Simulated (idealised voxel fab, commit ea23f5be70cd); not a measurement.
Name of the process module below: voxel capacitor over wiring
The width of the displayed cross-section, cut, is 155 nm; its cells are square, with a size of 5 nm.
Throughout this document, each cross-section is represented as a grid of square cells and is presented as a sequence of bands enumerated from the top downward, where a band comprises one or more rows of cells. This entry defines a band. It first specifies the height of the band's top and the height of its bottom in nm, and then specifies the band's materials from left to right, stating each material with its width in nm. The word "edge to edge" identifies a single material that fills the band from edge to edge, while the word "empty" identifies empty space. All heights in this document are referenced to 0, defined as the level beneath which the wafer, as received, consists entirely of one material. The lowest band is not bounded below; it extends indefinitely downward and is written in the form "0..down". When a width is written as two numbers, as in "30 to 40", the first number is the width in the top row of cells of the band and the second is the width in its bottom row, and the width changes by the same amount from each row to the next. "no alterations made" -> step changed no cross-section cell. Basically, "Voids lacking openings" tells you about the enclosed voids: empty spaces with no open way to the top, 8 cells or bigger, each written width x height at distance, where distance is from the left edge, all in nm. The remark found on a step's line after its settings is issued by the simulator itself and pertains to that step. What "overlay nm" on a step's line means: if the step has a mask, that mask lay this far to the right of its planned place, or, when the value is negative, to the left.
This section lists the process steps that were planned
1: RECEIVE with material Si
2: CONFORMAL_DEP with material SiO2, thk nm 10
3: DIRECTIONAL_DEP with material TiN, thk nm 5
4: DIRECTIONAL_DEP with material Ru, thk nm 25
5: MASKED_ETCH with tone cover, mask id METAL_1, width nm 30, pitch nm 85, etch materials Ru, depth nm 25, overlay nm 0
6: MASKED_ETCH with tone cover, mask id METAL_1, width nm 30, pitch nm 85, etch materials TiN, depth nm 5, overlay nm 0
7: CONFORMAL_DEP with material SiN, thk nm 5
8: FILL_DEP with material lowk, thk nm 5
9: CMP with height nm 40
10: CONFORMAL_DEP with material SiCN, thk nm 5
11: DIRECTIONAL_DEP with material SiO2, thk nm 20
12: PATTERN with tone open, mask id PLUG_1, material resist, width nm 15, thk nm 20, overlay nm 0
13: DIRECTIONAL_ETCH with etch materials SiO2, depth nm 20
14: DIRECTIONAL_ETCH with etch materials SiCN, depth nm 5
15: STRIP with etch materials resist
16: EPI with material Ru, thk nm 10
17: EPI with material Ru, thk nm 10
18: EPI with material Ru, thk nm 5
19: DIRECTIONAL_DEP with material TiN, thk nm 10
20: DIRECTIONAL_DEP with material Al2O3, thk nm 5
21: DIRECTIONAL_DEP with material TiN, thk nm 10
22: MASKED_ETCH with tone cover, mask id UPPER_PLATE, width nm 60, etch materials TiN, depth nm 10, overlay nm 0
23: MASKED_ETCH with tone cover, mask id UPPER_PLATE, width nm 60, etch materials Al2O3, depth nm 5, overlay nm 0
24: MASKED_ETCH with tone cover, mask id LOWER_PLATE, width nm 70, etch materials TiN, depth nm 10, overlay nm 0
25: FILL_DEP with material SiO2, thk nm 15
26: CMP with height nm 100
27: MASKED_ETCH with tone open, mask id PLUG_2, width nm 15, etch materials SiO2, depth nm 10, overlay nm 0
28: CONFORMAL_DEP with material TiN, thk nm 5
29: FILL_DEP with material Cu, thk nm 10
30: CMP with height nm 100
31: CONFORMAL_DEP with material SiCN, thk nm 5
First out of two wafers; run went to plan
Incoming wafer, cross-sectional view, post step 1
> 0..down | Si edge to edge
> Voids lacking openings: none
Take a look at the wafer's cross-section after step 2
> 10..0 | SiO2 edge to edge
> Below 0, the layers are the same as they were.
Take a look at the wafer's cross-section after step 3
> 15..10 | TiN edge to edge
> Below 10, the layers are the same as they were.
Take a look at the wafer's cross-section after step 4
> 40..15 | Ru edge to edge
> Below 15, the layers are the same as they were.
Take a look at the wafer's cross-section after step 5
> 40..15 | empty 20 / Ru 30 / empty 55 / Ru 30 / empty 20
> Below 15, the layers are the same as they were.
Take a look at the wafer's cross-section after step 6
> 40..15 | empty 20 / Ru 30 / empty 55 / Ru 30 / empty 20
> 15..10 | empty 20 / TiN 30 / empty 55 / TiN 30 / empty 20
> Below 10, the layers are the same as they were.
Take a look at the wafer's cross-section after step 7
> 45..40 | empty 15 / SiN 40 / empty 45 / SiN 40 / empty 15
> 40..15 | empty 15 / SiN 5 / Ru 30 / SiN 5 / empty 45 / SiN 5 / Ru 30 / SiN 5 / empty 15
> 15..10 | SiN 20 / TiN 30 / SiN 55 / TiN 30 / SiN 20
> Below 10, the layers are the same as they were.
Take a look at the wafer's cross-section after step 8
> 50..45 | lowk edge to edge
> 45..40 | lowk 15 / SiN 40 / lowk 45 / SiN 40 / lowk 15
> 40..15 | lowk 15 / SiN 5 / Ru 30 / SiN 5 / lowk 45 / SiN 5 / Ru 30 / SiN 5 / lowk 15
> Below 15, the layers are the same as they were.
Take a look at the wafer's cross-section after step 9
> 40..15 | lowk 15 / SiN 5 / Ru 30 / SiN 5 / lowk 45 / SiN 5 / Ru 30 / SiN 5 / lowk 15
> Below 15, the layers are the same as they were.
Take a look at the wafer's cross-section after step 10
> 45..40 | SiCN edge to edge
> Below 40, the layers are the same as they were.
Take a look at the wafer's cross-section after step 11
> 65..45 | SiO2 edge to edge
> Below 45, the layers are the same as they were.
Take a look at the wafer's cross-section after step 12
> 85..65 | resist 35 / empty 15 / resist 105
> Below 65, the layers are the same as they were.
Take a look at the wafer's cross-section after step 13
> 85..65 | resist 35 / empty 15 / resist 105
> 65..45 | SiO2 35 / empty 15 / SiO2 105
> Below 45, the layers are the same as they were.
Take a look at the wafer's cross-section after step 14
> 85..65 | resist 35 / empty 15 / resist 105
> 65..45 | SiO2 35 / empty 15 / SiO2 105
> 45..40 | SiCN 35 / empty 15 / SiCN 105
> Below 40, the layers are the same as they were.
Take a look at the wafer's cross-section after step 15
> 65..45 | SiO2 35 / empty 15 / SiO2 105
> Below 45, the layers are the same as they were.
Take a look at the wafer's cross-section after step 16
> 65..50 | SiO2 35 / empty 15 / SiO2 105
> 50..45 | SiO2 35 / Ru 15 / SiO2 105
> 45..40 | SiCN 35 / Ru 15 / SiCN 105
> Below 40, the layers are the same as they were.
Take a look at the wafer's cross-section after step 17
> 65..60 | SiO2 35 / empty 15 / SiO2 105
> 60..45 | SiO2 35 / Ru 15 / SiO2 105
> Below 45, the layers are the same as they were.
Take a look at the wafer's cross-section after step 18
> 65..45 | SiO2 35 / Ru 15 / SiO2 105
> Below 45, the layers are the same as they were.
Take a look at the wafer's cross-section after step 19
> 75..65 | TiN edge to edge
> Below 65, the layers are the same as they were.
Take a look at the wafer's cross-section after step 20
> 80..75 | Al2O3 edge to edge
> Below 75, the layers are the same as they were.
Take a look at the wafer's cross-section after step 21
> 90..80 | TiN edge to edge
> Below 80, the layers are the same as they were.
Take a look at the wafer's cross-section after step 22
> 90..80 | empty 35 / TiN 60 / empty 60
> Below 80, the layers are the same as they were.
Take a look at the wafer's cross-section after step 23
> 90..80 | empty 35 / TiN 60 / empty 60
> 80..75 | empty 35 / Al2O3 60 / empty 60
> Below 75, the layers are the same as they were.
Take a look at the wafer's cross-section after step 24
> 90..80 | empty 35 / TiN 60 / empty 60
> 80..75 | empty 35 / Al2O3 60 / empty 60
> 75..65 | empty 30 / TiN 70 / empty 55
> Below 65, the layers are the same as they were.
Take a look at the wafer's cross-section after step 25
> 105..90 | SiO2 edge to edge
> 90..80 | SiO2 35 / TiN 60 / SiO2 60
> 80..75 | SiO2 35 / Al2O3 60 / SiO2 60
> 75..65 | SiO2 30 / TiN 70 / SiO2 55
> Below 65, the layers are the same as they were.
Take a look at the wafer's cross-section after step 26
> 100..90 | SiO2 edge to edge
> Below 90, the layers are the same as they were.
Take a look at the wafer's cross-section after step 27
> 100..90 | SiO2 45 / empty 15 / SiO2 95
> Below 90, the layers are the same as they were.
Take a look at the wafer's cross-section after step 28
> 105..100 | TiN 50 / empty 5 / TiN 100
> 100..95 | SiO2 45 / TiN 5 / empty 5 / TiN 5 / SiO2 95
> 95..90 | SiO2 45 / TiN 15 / SiO2 95
> Below 90, the layers are the same as they were.
Take a look at the wafer's cross-section after step 29
> 115..105 | Cu edge to edge
> 105..100 | TiN 50 / Cu 5 / TiN 100
> 100..95 | SiO2 45 / TiN 5 / Cu 5 / TiN 5 / SiO2 95
> Below 95, the layers are the same as they were.
Take a look at the wafer's cross-section after step 30
> 100..95 | SiO2 45 / TiN 5 / Cu 5 / TiN 5 / SiO2 95
> Below 95, the layers are the same as they were.
Take a look at the wafer's cross-section after step 31
> 105..100 | SiCN edge to edge
> Below 100, the layers are the same as they were.
The second wafer: identical to the first at the outset and in its planned sequence, differing only in that one mistake was made during processing; up to and including step 26, its path is the first wafer's path
Cross-sectional representation of the second wafer at the time designated in the plan for the completion of step 27
> 100..90 | SiO2 55 / empty 15 / SiO2 85
> Below 90, the layers are the same as they were.
Cross-sectional representation of the second wafer at the time designated in the plan for the completion of step 28
> 105..100 | TiN 60 / empty 5 / TiN 90
> 100..95 | SiO2 55 / TiN 5 / empty 5 / TiN 5 / SiO2 85
> 95..90 | SiO2 55 / TiN 15 / SiO2 85
> Below 90, the layers are the same as they were.
Cross-sectional representation of the second wafer at the time designated in the plan for the completion of step 29
> 115..105 | Cu edge to edge
> 105..100 | TiN 60 / Cu 5 / TiN 90
> 100..95 | SiO2 55 / TiN 5 / Cu 5 / TiN 5 / SiO2 85
> Below 95, the layers are the same as they were.
Cross-sectional representation of the second wafer at the time designated in the plan for the completion of step 30
> 100..95 | SiO2 55 / TiN 5 / Cu 5 / TiN 5 / SiO2 85
> Below 95, the layers are the same as they were.
Cross-sectional representation of the second wafer at the time designated in the plan for the completion of step 31
> 105..100 | SiCN edge to edge
> Below 100, the layers are the same as they were.
what went wrong: step 27 off recipe, ran as MASKED_ETCH with tone open, mask id PLUG_2, width nm 15, etch materials SiO2, depth nm 10, overlay nm 10
By the end, you'd get the same cell count for each material on either wafer, but the second wafer puts them somewhere else.
